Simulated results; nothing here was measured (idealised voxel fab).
The document below concerns the process module designated voxel capacitor over wiring.
Cross-section cut: width 160 nm, square cells of 5 nm.
Each cross-section below is a grid of square cells, stated as bands in top-down order, with one or more rows of cells making up each band.
The entry gives the band's vertical extent as a top height and a bottom height in nm, then its horizontal make-up as materials from left to right, each with a width in nm. "air" stands for empty space; a single material marked "everywhere" fills the band edge to edge.
Heights from 0 (as-received wafer is one material below). Bottom band endless downward, as "0 down".
Width spec "30->40" -> top row of cells at first value, bottom row at second value, equal per-row change in between.
Where the words "no alteration" appear for a step, the cross-section shows no cell changed by that step; every cell remained as before.
Voids not open to the top, 8 cells minimum: see "Fully sealed voids". Written width x height at distance; distance is from the left edge; nm.
Where a step's line continues beyond its settings, the continuation is a remark by the simulator itself on that step.
The line of a step may include "overlay nm". On a step with a mask, this value is how far to the right of its planned place the mask lay. A negative value means the mask lay to the left.

### Listed below are the process steps as planned
1) RECEIVE | material Si
2) CONFORMAL_DEP | material SiO2 | thk nm 10
3) DIRECTIONAL_DEP | material TiN | thk nm 5
4) DIRECTIONAL_DEP | material Ru | thk nm 25
5) DIRECTIONAL_DEP | material aC | thk nm 10
6) PATTERN | tone cover | mask id METAL_1 | material resist | width nm 20 | pitch nm 85 | thk nm 30 | overlay nm 0
7) DIRECTIONAL_ETCH | etch materials aC | depth nm 10
8) STRIP | etch materials resist
9) DIRECTIONAL_ETCH | etch materials Ru | depth nm 25
10) DIRECTIONAL_ETCH | etch materials TiN | depth nm 5
11) STRIP | etch materials aC
12) FILL_DEP | material lowk | thk nm 10
13) CMP | height nm 40
14) CONFORMAL_DEP | material SiCN | thk nm 5
15) DIRECTIONAL_DEP | material lowk | thk nm 15
16) PATTERN | tone open | mask id PLUG_1 | material resist | width nm 15 | thk nm 15 | overlay nm 0
17) DIRECTIONAL_ETCH | etch materials lowk | depth nm 15
18) DIRECTIONAL_ETCH | etch materials SiCN | depth nm 5
19) STRIP | etch materials resist
20) EPI | material Ru | thk nm 10
21) EPI | material Ru | thk nm 10
22) DIRECTIONAL_DEP | material TiN | thk nm 5
23) DIRECTIONAL_DEP | material HfO2 | thk nm 5
24) DIRECTIONAL_DEP | material TiN | thk nm 10
25) PATTERN | tone cover | mask id UPPER_PLATE | material resist | width nm 70 | thk nm 15 | overlay nm 0
26) DIRECTIONAL_ETCH | etch materials TiN | depth nm 10
27) DIRECTIONAL_ETCH | etch materials HfO2 | depth nm 5
28) STRIP | etch materials resist
29) DIRECTIONAL_DEP | material aC | thk nm 15
30) PATTERN | tone cover | mask id LOWER_PLATE | material resist | width nm 80 | thk nm 35 | overlay nm 0
31) DIRECTIONAL_ETCH | etch materials aC | depth nm 15
32) STRIP | etch materials resist
33) DIRECTIONAL_ETCH | etch materials TiN | depth nm 5
34) STRIP | etch materials aC
35) FILL_DEP | material SiO2 | thk nm 15
36) CMP | height nm 90
37) MASKED_ETCH | tone open | mask id PLUG_2 | width nm 15 | etch materials SiO2 | depth nm 10 | overlay nm 0
38) CONFORMAL_DEP | material TiN | thk nm 5
39) FILL_DEP | material Ru | thk nm 10
40) CMP | height nm 90
41) CONFORMAL_DEP | material SiCN | thk nm 5

### The first of two wafers, run as planned

### Cross-section of the wafer at receipt, which is the condition after step 1
  0 down = Si everywhere
  Fully sealed voids: none

### The following cross-section depicts the wafer upon completion of step 2
  10 to 0 = SiO2 everywhere
  At heights below 0, the structure remains unaltered.

### The following cross-section depicts the wafer upon completion of step 3
  15 to 10 = TiN everywhere
  At heights below 10, the structure remains unaltered.

### The following cross-section depicts the wafer upon completion of step 4
  40 to 15 = Ru everywhere
  At heights below 15, the structure remains unaltered.

### The following cross-section depicts the wafer upon completion of step 5
  50 to 40 = aC everywhere
  At heights below 40, the structure remains unaltered.

### The following cross-section depicts the wafer upon completion of step 6
  80 to 50 = 25 of air  20 of resist  65 of air  20 of resist  30 of air
  At heights below 50, the structure remains unaltered.

### The following cross-section depicts the wafer upon completion of step 7
  70 to 50 = 25 of air  20 of resist  65 of air  20 of resist  30 of air
  50 to 40 = 25 of air  20 of aC  65 of air  20 of aC  30 of air
  At heights below 40, the structure remains unaltered.

### The following cross-section depicts the wafer upon completion of step 8
  50 to 40 = 25 of air  20 of aC  65 of air  20 of aC  30 of air
  At heights below 40, the structure remains unaltered.

### The following cross-section depicts the wafer upon completion of step 9
  50 to 40 = 25 of air  20 of aC  65 of air  20 of aC  30 of air
  40 to 15 = 25 of air  20 of Ru  65 of air  20 of Ru  30 of air
  At heights below 15, the structure remains unaltered.

### The following cross-section depicts the wafer upon completion of step 10
  50 to 40 = 25 of air  20 of aC  65 of air  20 of aC  30 of air
  40 to 15 = 25 of air  20 of Ru  65 of air  20 of Ru  30 of air
  15 to 10 = 25 of air  20 of TiN  65 of air  20 of TiN  30 of air
  At heights below 10, the structure remains unaltered.

### The following cross-section depicts the wafer upon completion of step 11
  40 to 15 = 25 of air  20 of Ru  65 of air  20 of Ru  30 of air
  At heights below 15, the structure remains unaltered.

### The following cross-section depicts the wafer upon completion of step 12
  50 to 40 = lowk everywhere
  40 to 15 = 25 of lowk  20 of Ru  65 of lowk  20 of Ru  30 of lowk
  15 to 10 = 25 of lowk  20 of TiN  65 of lowk  20 of TiN  30 of lowk
  At heights below 10, the structure remains unaltered.

### The following cross-section depicts the wafer upon completion of step 13
  40 to 15 = 25 of lowk  20 of Ru  65 of lowk  20 of Ru  30 of lowk
  At heights below 15, the structure remains unaltered.

### The following cross-section depicts the wafer upon completion of step 14
  45 to 40 = SiCN everywhere
  At heights below 40, the structure remains unaltered.

### The following cross-section depicts the wafer upon completion of step 15
  60 to 45 = lowk everywhere
  At heights below 45, the structure remains unaltered.

### The following cross-section depicts the wafer upon completion of step 16
  75 to 60 = 30 of resist  15 of air  115 of resist
  At heights below 60, the structure remains unaltered.

### The following cross-section depicts the wafer upon completion of step 17
  75 to 60 = 30 of resist  15 of air  115 of resist
  60 to 45 = 30 of lowk  15 of air  115 of lowk
  At heights below 45, the structure remains unaltered.

### The following cross-section depicts the wafer upon completion of step 18
  75 to 60 = 30 of resist  15 of air  115 of resist
  60 to 45 = 30 of lowk  15 of air  115 of lowk
  45 to 40 = 30 of SiCN  15 of air  115 of SiCN
  At heights below 40, the structure remains unaltered.

### The following cross-section depicts the wafer upon completion of step 19
  60 to 45 = 30 of lowk  15 of air  115 of lowk
  At heights below 45, the structure remains unaltered.

### The following cross-section depicts the wafer upon completion of step 20
  60 to 50 = 30 of lowk  15 of air  115 of lowk
  50 to 45 = 30 of lowk  15 of Ru  115 of lowk
  45 to 40 = 30 of SiCN  15 of Ru  115 of SiCN
  At heights below 40, the structure remains unaltered.

### The following cross-section depicts the wafer upon completion of step 21
  60 to 45 = 30 of lowk  15 of Ru  115 of lowk
  At heights below 45, the structure remains unaltered.

### The following cross-section depicts the wafer upon completion of step 22
  65 to 60 = TiN everywhere
  At heights below 60, the structure remains unaltered.

### The following cross-section depicts the wafer upon completion of step 23
  70 to 65 = HfO2 everywhere
  At heights below 65, the structure remains unaltered.

### The following cross-section depicts the wafer upon completion of step 24
  80 to 70 = TiN everywhere
  At heights below 70, the structure remains unaltered.

### The following cross-section depicts the wafer upon completion of step 25
  95 to 80 = 30 of air  70 of resist  60 of air
  At heights below 80, the structure remains unaltered.

### The following cross-section depicts the wafer upon completion of step 26
  95 to 80 = 30 of air  70 of resist  60 of air
  80 to 70 = 30 of air  70 of TiN  60 of air
  At heights below 70, the structure remains unaltered.

### The following cross-section depicts the wafer upon completion of step 27
  95 to 80 = 30 of air  70 of resist  60 of air
  80 to 70 = 30 of air  70 of TiN  60 of air
  70 to 65 = 30 of air  70 of HfO2  60 of air
  At heights below 65, the structure remains unaltered.

### The following cross-section depicts the wafer upon completion of step 28
  80 to 70 = 30 of air  70 of TiN  60 of air
  At heights below 70, the structure remains unaltered.

### The following cross-section depicts the wafer upon completion of step 29
  95 to 80 = 30 of air  70 of aC  60 of air
  80 to 70 = 30 of aC  70 of TiN  60 of aC
  70 to 65 = 30 of aC  70 of HfO2  60 of aC
  At heights below 65, the structure remains unaltered.

### The following cross-section depicts the wafer upon completion of step 30
  130 to 95 = 25 of air  80 of resist  55 of air
  95 to 80 = 25 of air  5 of resist  70 of aC  5 of resist  55 of air
  At heights below 80, the structure remains unaltered.

### The following cross-section depicts the wafer upon completion of step 31
  115 to 95 = 25 of air  80 of resist  55 of air
  95 to 80 = 25 of air  5 of resist  70 of aC  5 of resist  55 of air
  80 to 70 = 25 of air  5 of aC  70 of TiN  5 of aC  55 of air
  70 to 65 = 25 of air  5 of aC  70 of HfO2  5 of aC  55 of air
  At heights below 65, the structure remains unaltered.

### The following cross-section depicts the wafer upon completion of step 32
  95 to 80 = 30 of air  70 of aC  60 of air
  At heights below 80, the structure remains unaltered.

### The following cross-section depicts the wafer upon completion of step 33
  95 to 80 = 30 of air  70 of aC  60 of air
  80 to 70 = 25 of air  5 of aC  70 of TiN  5 of aC  55 of air
  70 to 65 = 25 of air  5 of aC  70 of HfO2  5 of aC  55 of air
  65 to 60 = 25 of air  80 of TiN  55 of air
  At heights below 60, the structure remains unaltered.

### The following cross-section depicts the wafer upon completion of step 34
  80 to 70 = 30 of air  70 of TiN  60 of air
  70 to 65 = 30 of air  70 of HfO2  60 of air
  At heights below 65, the structure remains unaltered.

### The following cross-section depicts the wafer upon completion of step 35
  95 to 80 = SiO2 everywhere
  80 to 70 = 30 of SiO2  70 of TiN  60 of SiO2
  70 to 65 = 30 of SiO2  70 of HfO2  60 of SiO2
  65 to 60 = 25 of SiO2  80 of TiN  55 of SiO2
  At heights below 60, the structure remains unaltered.

### The following cross-section depicts the wafer upon completion of step 36
  90 to 80 = SiO2 everywhere
  At heights below 80, the structure remains unaltered.

### The following cross-section depicts the wafer upon completion of step 37
  90 to 80 = 40 of SiO2  15 of air  105 of SiO2
  At heights below 80, the structure remains unaltered.

### The following cross-section depicts the wafer upon completion of step 38
  95 to 90 = 45 of TiN  5 of air  110 of TiN
  90 to 85 = 40 of SiO2  5 of TiN  5 of air  5 of TiN  105 of SiO2
  85 to 80 = 40 of SiO2  15 of TiN  105 of SiO2
  At heights below 80, the structure remains unaltered.

### The following cross-section depicts the wafer upon completion of step 39
  105 to 95 = Ru everywhere
  95 to 90 = 45 of TiN  5 of Ru  110 of TiN
  90 to 85 = 40 of SiO2  5 of TiN  5 of Ru  5 of TiN  105 of SiO2
  At heights below 85, the structure remains unaltered.

### The following cross-section depicts the wafer upon completion of step 40
  90 to 85 = 40 of SiO2  5 of TiN  5 of Ru  5 of TiN  105 of SiO2
  At heights below 85, the structure remains unaltered.

### The following cross-section depicts the wafer upon completion of step 41
  95 to 90 = SiCN everywhere
  At heights below 90, the structure remains unaltered.

### Wafer two of two - same starting point, same process plan, one mistake in execution; matches wafer one up to and including step 2

Cross-section: second wafer, time at which step 3 was scheduled to end: no alteration

### Cross-section: second wafer, time at which step 4 was scheduled to end
  35 to 10 = Ru everywhere
  At heights below 10, the structure remains unaltered.

### Cross-section: second wafer, time at which step 5 was scheduled to end
  45 to 35 = aC everywhere
  At heights below 35, the structure remains unaltered.

### Cross-section: second wafer, time at which step 6 was scheduled to end
  75 to 45 = 25 of air  20 of resist  65 of air  20 of resist  30 of air
  At heights below 45, the structure remains unaltered.

### Cross-section: second wafer, time at which step 7 was scheduled to end
  65 to 45 = 25 of air  20 of resist  65 of air  20 of resist  30 of air
  45 to 35 = 25 of air  20 of aC  65 of air  20 of aC  30 of air
  At heights below 35, the structure remains unaltered.

### Cross-section: second wafer, time at which step 8 was scheduled to end
  45 to 35 = 25 of air  20 of aC  65 of air  20 of aC  30 of air
  At heights below 35, the structure remains unaltered.

### Cross-section: second wafer, time at which step 9 was scheduled to end
  45 to 35 = 25 of air  20 of aC  65 of air  20 of aC  30 of air
  35 to 10 = 25 of air  20 of Ru  65 of air  20 of Ru  30 of air
  At heights below 10, the structure remains unaltered.

Cross-section: second wafer, time at which step 10 was scheduled to end: no alteration

### Cross-section: second wafer, time at which step 11 was scheduled to end
  35 to 10 = 25 of air  20 of Ru  65 of air  20 of Ru  30 of air
  At heights below 10, the structure remains unaltered.

### Cross-section: second wafer, time at which step 12 was scheduled to end
  45 to 35 = lowk everywhere
  35 to 10 = 25 of lowk  20 of Ru  65 of lowk  20 of Ru  30 of lowk
  At heights below 10, the structure remains unaltered.

### Cross-section: second wafer, time at which step 13 was scheduled to end
  40 to 35 = lowk everywhere
  At heights below 35, the structure remains unaltered.

### Cross-section: second wafer, time at which step 14 was scheduled to end
  45 to 40 = SiCN everywhere
  At heights below 40, the structure remains unaltered.

### Cross-section: second wafer, time at which step 15 was scheduled to end
  60 to 45 = lowk everywhere
  At heights below 45, the structure remains unaltered.

### Cross-section: second wafer, time at which step 16 was scheduled to end
  75 to 60 = 30 of resist  15 of air  115 of resist
  At heights below 60, the structure remains unaltered.

### Cross-section: second wafer, time at which step 17 was scheduled to end
  75 to 60 = 30 of resist  15 of air  115 of resist
  60 to 45 = 30 of lowk  15 of air  115 of lowk
  At heights below 45, the structure remains unaltered.

### Cross-section: second wafer, time at which step 18 was scheduled to end
  75 to 60 = 30 of resist  15 of air  115 of resist
  60 to 45 = 30 of lowk  15 of air  115 of lowk
  45 to 40 = 30 of SiCN  15 of air  115 of SiCN
  At heights below 40, the structure remains unaltered.

### Cross-section: second wafer, time at which step 19 was scheduled to end
  60 to 45 = 30 of lowk  15 of air  115 of lowk
  At heights below 45, the structure remains unaltered.

Cross-section: second wafer, time at which step 20 was scheduled to end: no alteration

Cross-section: second wafer, time at which step 21 was scheduled to end: no alteration

### Cross-section: second wafer, time at which step 22 was scheduled to end
  65 to 60 = 30 of TiN  15 of air  115 of TiN
  60 to 45 = 30 of lowk  15 of air  115 of lowk
  45 to 40 = 30 of SiCN  15 of TiN  115 of SiCN
  At heights below 40, the structure remains unaltered.

### Cross-section: second wafer, time at which step 23 was scheduled to end
  70 to 65 = 30 of HfO2  15 of air  115 of HfO2
  65 to 60 = 30 of TiN  15 of air  115 of TiN
  60 to 50 = 30 of lowk  15 of air  115 of lowk
  50 to 45 = 30 of lowk  15 of HfO2  115 of lowk
  At heights below 45, the structure remains unaltered.

### Cross-section: second wafer, time at which step 24 was scheduled to end
  80 to 70 = 30 of TiN  15 of air  115 of TiN
  70 to 65 = 30 of HfO2  15 of air  115 of HfO2
  65 to 60 = 30 of TiN  15 of air  115 of TiN
  60 to 50 = 30 of lowk  15 of TiN  115 of lowk
  At heights below 50, the structure remains unaltered.

### Cross-section: second wafer, time at which step 25 was scheduled to end
  95 to 80 = 30 of air  70 of resist  60 of air
  80 to 70 = 30 of TiN  15 of resist  115 of TiN
  70 to 65 = 30 of HfO2  15 of resist  115 of HfO2
  65 to 60 = 30 of TiN  15 of resist  115 of TiN
  At heights below 60, the structure remains unaltered.

### Cross-section: second wafer, time at which step 26 was scheduled to end
  95 to 80 = 30 of air  70 of resist  60 of air
  80 to 70 = 30 of air  15 of resist  55 of TiN  60 of air
  At heights below 70, the structure remains unaltered.

### Cross-section: second wafer, time at which step 27 was scheduled to end
  95 to 80 = 30 of air  70 of resist  60 of air
  80 to 70 = 30 of air  15 of resist  55 of TiN  60 of air
  70 to 65 = 30 of air  15 of resist  55 of HfO2  60 of air
  At heights below 65, the structure remains unaltered.

### Cross-section: second wafer, time at which step 28 was scheduled to end
  80 to 70 = 45 of air  55 of TiN  60 of air
  70 to 65 = 45 of air  55 of HfO2  60 of air
  65 to 60 = 30 of TiN  15 of air  115 of TiN
  At heights below 60, the structure remains unaltered.

### Cross-section: second wafer, time at which step 29 was scheduled to end
  95 to 80 = 45 of air  55 of aC  60 of air
  80 to 75 = 30 of aC  15 of air  55 of TiN  60 of aC
  75 to 70 = 45 of aC  55 of TiN  60 of aC
  70 to 65 = 45 of aC  55 of HfO2  60 of aC
  65 to 60 = 30 of TiN  15 of aC  115 of TiN
  At heights below 60, the structure remains unaltered.

### Cross-section: second wafer, time at which step 30 was scheduled to end
  130 to 95 = 25 of air  80 of resist  55 of air
  95 to 80 = 25 of air  20 of resist  55 of aC  5 of resist  55 of air
  80 to 75 = 30 of aC  15 of resist  55 of TiN  60 of aC
  At heights below 75, the structure remains unaltered.

### Cross-section: second wafer, time at which step 31 was scheduled to end
  115 to 95 = 25 of air  80 of resist  55 of air
  95 to 80 = 25 of air  20 of resist  55 of aC  5 of resist  55 of air
  80 to 75 = 25 of air  5 of aC  15 of resist  55 of TiN  5 of aC  55 of air
  75 to 70 = 25 of air  20 of aC  55 of TiN  5 of aC  55 of air
  70 to 65 = 25 of air  20 of aC  55 of HfO2  5 of aC  55 of air
  At heights below 65, the structure remains unaltered.

### Cross-section: second wafer, time at which step 32 was scheduled to end
  95 to 80 = 45 of air  55 of aC  60 of air
  80 to 75 = 25 of air  5 of aC  15 of air  55 of TiN  5 of aC  55 of air
  At heights below 75, the structure remains unaltered.

### Cross-section: second wafer, time at which step 33 was scheduled to end
  95 to 80 = 45 of air  55 of aC  60 of air
  80 to 75 = 25 of air  5 of aC  15 of air  55 of TiN  5 of aC  55 of air
  75 to 70 = 25 of air  20 of aC  55 of TiN  5 of aC  55 of air
  70 to 65 = 25 of air  20 of aC  55 of HfO2  5 of aC  55 of air
  65 to 60 = 25 of air  5 of TiN  15 of aC  60 of TiN  55 of air
  At heights below 60, the structure remains unaltered.

### Cross-section: second wafer, time at which step 34 was scheduled to end
  80 to 70 = 45 of air  55 of TiN  60 of air
  70 to 65 = 45 of air  55 of HfO2  60 of air
  65 to 60 = 25 of air  5 of TiN  15 of air  60 of TiN  55 of air
  At heights below 60, the structure remains unaltered.

### Cross-section: second wafer, time at which step 35 was scheduled to end
  95 to 80 = SiO2 everywhere
  80 to 70 = 45 of SiO2  55 of TiN  60 of SiO2
  70 to 65 = 45 of SiO2  55 of HfO2  60 of SiO2
  65 to 60 = 25 of SiO2  5 of TiN  15 of SiO2  60 of TiN  55 of SiO2
  At heights below 60, the structure remains unaltered.

### Cross-section: second wafer, time at which step 36 was scheduled to end
  90 to 80 = SiO2 everywhere
  At heights below 80, the structure remains unaltered.

### Cross-section: second wafer, time at which step 37 was scheduled to end
  90 to 80 = 40 of SiO2  15 of air  105 of SiO2
  At heights below 80, the structure remains unaltered.

### Cross-section: second wafer, time at which step 38 was scheduled to end
  95 to 90 = 45 of TiN  5 of air  110 of TiN
  90 to 85 = 40 of SiO2  5 of TiN  5 of air  5 of TiN  105 of SiO2
  85 to 80 = 40 of SiO2  15 of TiN  105 of SiO2
  At heights below 80, the structure remains unaltered.

### Cross-section: second wafer, time at which step 39 was scheduled to end
  105 to 95 = Ru everywhere
  95 to 90 = 45 of TiN  5 of Ru  110 of TiN
  90 to 85 = 40 of SiO2  5 of TiN  5 of Ru  5 of TiN  105 of SiO2
  At heights below 85, the structure remains unaltered.

### Cross-section: second wafer, time at which step 40 was scheduled to end
  90 to 85 = 40 of SiO2  5 of TiN  5 of Ru  5 of TiN  105 of SiO2
  At heights below 85, the structure remains unaltered.

### Cross-section: second wafer, time at which step 41 was scheduled to end
  95 to 90 = SiCN everywhere
  At heights below 90, the structure remains unaltered.
Want to know what went wrong? step 3 of the plan was bypassed and not carried out
Wrapping up, a cell-based count of both wafers puts the second over or under the first for these materials: -12 Ru, +12 SiO2, -8 TiN, +8 lowk
